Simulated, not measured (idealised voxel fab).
This section sets out a process module, namely voxel gate over fins.
This is section cut - it's 270 nm across, gridded in 5 nm square cells.
Notation: cross-section as square-cell grid; stated in bands, top first, going down; one or more cell rows per band.
Heights first: top, then bottom, in nm. Then materials, left to right, each with a width in nm. "edge to edge" on a single material: fills the band edge to edge. "air": empty space.
We count height from 0. Below that, the starting wafer is all one material. The lowest band never ends at the bottom but goes on down; see "0 -> down" for how that is written.
It should be noted that a width expressed as "30..40" varies in equal increments from row to row of cells within the band, taking the value of the first number at the top row and that of the second number at the bottom row.
Take "remains unaltered" at face value: in the step it is given for, the cross-section changed in none of its cells.
Entry "Closed void inventory". Content: empty spaces with no open connection to the top, size 8 cells or greater. Each: width x height at distance. Distance: from left edge. Unit: nm.
Anything after a step's settings on that line? It's the simulator's own note about the step.
Each step line may optionally specify "overlay nm", which for a step with a mask gives the rightward distance between the mask's planned place and where it lay, a negative value indicating the leftward direction.

PROCESS STEPS FORESEEN IN THE PLAN
| 1 | RECEIVE: material Si |
| 2 | CONFORMAL_DEP: material SiN, thk nm 5 |
| 3 | PATTERN: tone cover, mask id FINS, material resist, width nm 15, pitch nm 40, thk nm 15, overlay nm 0 |
| 4 | DIRECTIONAL_ETCH: etch materials SiN, depth nm 5 |
| 5 | DIRECTIONAL_ETCH: etch materials Si, depth nm 35 |
| 6 | STRIP: etch materials resist |
| 7 | OXIDIZE: depth nm 5 |
| 8 | FILL_DEP: material SiO2, thk nm 15 |
| 9 | CMP: height nm 5 |
| 10 | SELECTIVE_ETCH: etch materials SiO2, depth nm 15 |
| 11 | STRIP: etch materials SiN |
| 12 | CONFORMAL_DEP: material HfO2, thk nm 5 |
| 13 | CONFORMAL_DEP: material TiN, thk nm 5 |
| 14 | CONFORMAL_DEP: material TiAl, thk nm 5 |
| 15 | CONFORMAL_DEP: material TiN, thk nm 5 |
| 16 | FILL_DEP: material W, thk nm 15 |
| 17 | CMP: height nm 30 |
| 18 | CONFORMAL_DEP: material SiN, thk nm 10 |

CROSS-SECTION: WAFER ON ARRIVAL = AFTER STEP 1
  0 -> down: Si edge to edge
  Closed void inventory: none

MODULE COMPLETE - CROSS-SECTION OF THE FIRST OF TWO WAFERS, RUN ACCORDING TO PLAN
  40 -> 30: SiN edge to edge
  30 -> 20: W edge to edge
  20 -> 15: 70 nm W, then 125 nm TiN, then 75 nm W
  15 -> 10: 70 nm W, then 5 nm TiN, then 35 nm TiAl, then 5 nm TiN, then 35 nm TiAl, then 5 nm TiN, then 35 nm TiAl, then 5 nm TiN, then 75 nm W
  10 -> 5: 75 nm TiN, then 5 nm TiAl, then 25 nm TiN, then 5 nm TiAl, then 5 nm TiN, then 5 nm TiAl, then 25 nm TiN, then 5 nm TiAl, then 5 nm TiN, then 5 nm TiAl, then 25 nm TiN, then 5 nm TiAl, then 80 nm TiN
  5 -> 0: 80 nm TiAl, then 5 nm TiN, then 15 nm HfO2, then 5 nm TiN, then 15 nm TiAl, then 5 nm TiN, then 15 nm HfO2, then 5 nm TiN, then 15 nm TiAl, then 5 nm TiN, then 15 nm HfO2, then 5 nm TiN, then 85 nm TiAl
  0 -> -5: 85 nm TiN, then 5 nm HfO2, then 5 nm Si, then 5 nm HfO2, then 25 nm TiN, then 5 nm HfO2, then 5 nm Si, then 5 nm HfO2, then 25 nm TiN, then 5 nm HfO2, then 5 nm Si, then 5 nm HfO2, then 90 nm TiN
  -5 -> -10: 90 nm HfO2, then 5 nm Si, then 35 nm HfO2, then 5 nm Si, then 35 nm HfO2, then 5 nm Si, then 95 nm HfO2
  -10 -> -40: 90 nm SiO2, then 5 nm Si, then 35 nm SiO2, then 5 nm Si, then 35 nm SiO2, then 5 nm Si, then 95 nm SiO2
  -40 -> down: Si edge to edge
  Closed void inventory: none

SO THIS IS WAFER NUMBER TWO OF THE TWO, CUT AT THE END OF THE MODULE - IT STARTED WHERE THE FIRST DID AND HAD THE SAME PLAN, WE JUST GOT ONE THING WRONG RUNNING IT
  40 -> 30: SiN edge to edge
  30 -> 20: W edge to edge
  20 -> 15: 75 nm W, then 125 nm TiN, then 70 nm W
  15 -> 10: 75 nm W, then 5 nm TiN, then 35 nm TiAl, then 5 nm TiN, then 35 nm TiAl, then 5 nm TiN, then 35 nm TiAl, then 5 nm TiN, then 70 nm W
  10 -> 5: 80 nm TiN, then 5 nm TiAl, then 25 nm TiN, then 5 nm TiAl, then 5 nm TiN, then 5 nm TiAl, then 25 nm TiN, then 5 nm TiAl, then 5 nm TiN, then 5 nm TiAl, then 25 nm TiN, then 5 nm TiAl, then 75 nm TiN
  5 -> 0: 85 nm TiAl, then 5 nm TiN, then 15 nm HfO2, then 5 nm TiN, then 15 nm TiAl, then 5 nm TiN, then 15 nm HfO2, then 5 nm TiN, then 15 nm TiAl, then 5 nm TiN, then 15 nm HfO2, then 5 nm TiN, then 80 nm TiAl
  0 -> -5: 90 nm TiN, then 5 nm HfO2, then 5 nm Si, then 5 nm HfO2, then 25 nm TiN, then 5 nm HfO2, then 5 nm Si, then 5 nm HfO2, then 25 nm TiN, then 5 nm HfO2, then 5 nm Si, then 5 nm HfO2, then 85 nm TiN
  -5 -> -10: 95 nm HfO2, then 5 nm Si, then 35 nm HfO2, then 5 nm Si, then 35 nm HfO2, then 5 nm Si, then 90 nm HfO2
  -10 -> -40: 95 nm SiO2, then 5 nm Si, then 35 nm SiO2, then 5 nm Si, then 35 nm SiO2, then 5 nm Si, then 90 nm SiO2
  -40 -> down: Si edge to edge
  Closed void inventory: none
Against the plan, the run slipped here: step 3 was processed under conditions differing from the plan, specifically as PATTERN: tone cover, mask id FINS, material resist, width nm 15, pitch nm 40, thk nm 15, overlay nm 5
The two final wafers agree on how many cells each material fills and disagree on which cells those are.
